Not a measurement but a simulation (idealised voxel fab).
The process module presented herein is designated voxel self aligned contacts.
For reference, the cross-section in this document is cut, with width 225 nm and square cells of 5 nm.
How to read a cross-section here: the picture is a grid of square cells, written as bands going from the top down, and any band can span one or more rows of cells. Heads up on the band format: heights come first, top then bottom, in nm. After that it's the materials left to right, each with its width in nm. A single material flagged "full width" fills the whole band edge to edge, and "air" means there's empty space there. For the purposes of this specification, 0 denotes the height below which the wafer in its as-received condition is composed wholly of one material, and the lowermost band, lacking a lower limit, extends downward without end, as expressed in "z 0 and below". Quick explanation for "30..40": the width changes in equal steps down the rows of cells, from the first number in the band's top row to the second number in its bottom row. For the purposes of this document, the phrase "no change occurred" attached to a step denotes that no cell within the cross-section was modified by that step. Each empty space that has no open way to the top and spans at least 8 cells appears under "Non-vented voids" as width x height at distance, the distance counted from the left edge, all in nm. Read whatever lies past the settings on a step's line as the simulator's own remark about the step. overlay nm: step with mask; distance mask lay right of planned place; negative value = left of planned place.

Process steps (planned):
step 1: op RECEIVE | material Si
step 2: op CONFORMAL_DEP | material SiO2 | thk nm 5
step 3: op DIRECTIONAL_DEP | material polySi | thk nm 30
step 4: op DIRECTIONAL_DEP | material SiN | thk nm 15
step 5: op DIRECTIONAL_DEP | material aC | thk nm 15
step 6: op PATTERN | tone cover | mask id GATE | material resist | width nm 30 | pitch nm 65 | thk nm 35 | overlay nm -15
step 7: op DIRECTIONAL_ETCH | etch materials aC | depth nm 15
step 8: op STRIP | etch materials resist
step 9: op DIRECTIONAL_ETCH | etch materials SiN | depth nm 15
step 10: op DIRECTIONAL_ETCH | etch materials polySi | depth nm 30
step 11: op STRIP | etch materials aC
step 12: op CONFORMAL_DEP | material SiN | thk nm 5
step 13: op DIRECTIONAL_ETCH | etch materials SiN | depth nm 5
step 14: op FILL_DEP | material SiO2 | thk nm 15
step 15: op CMP | height nm 55
step 16: op MASKED_ETCH | tone open | mask id CONTACT | width nm 45 | etch materials SiO2 | depth nm 55 | overlay nm 0
step 17: op CONFORMAL_DEP | material TiN | thk nm 5
step 18: op FILL_DEP | material W | thk nm 5
step 19: op CMP | height nm 55
step 20: op CONFORMAL_DEP | material SiN | thk nm 5
Quick note for whoever runs this: the wafers start identical, but the overlay nm at step 6 isn't the same across them. The plan just shows what the first wafer had.

The first of several wafers in cross-section, exactly as it reached us after step 1:
- z 0 and below = Si full width
- Non-vented voids: none

Quick key for the table: a row per wafer, taken at the end of the module. For each material it tells you how many cells the wafer gained (+) or lost (-) since it came in, and the closed voids come after:
overlay nm -15; +117 SiN; +302 SiO2; +29 TiN; +20 W; +72 polySi; Non-vented voids: none
overlay nm -10; +117 SiN; +292 SiO2; +29 TiN; +30 W; +72 polySi; Non-vented voids: none
overlay nm -5; +117 SiN; +292 SiO2; +29 TiN; +30 W; +72 polySi; Non-vented voids: none
overlay nm 0; +117 SiN; +292 SiO2; +29 TiN; +30 W; +72 polySi; Non-vented voids: none
overlay nm 5; +117 SiN; +292 SiO2; +29 TiN; +30 W; +72 polySi; Non-vented voids: none
overlay nm 10; +117 SiN; +292 SiO2; +29 TiN; +30 W; +72 polySi; Non-vented voids: none
overlay nm 15; +117 SiN; +302 SiO2; +29 TiN; +20 W; +72 polySi; Non-vented voids: none
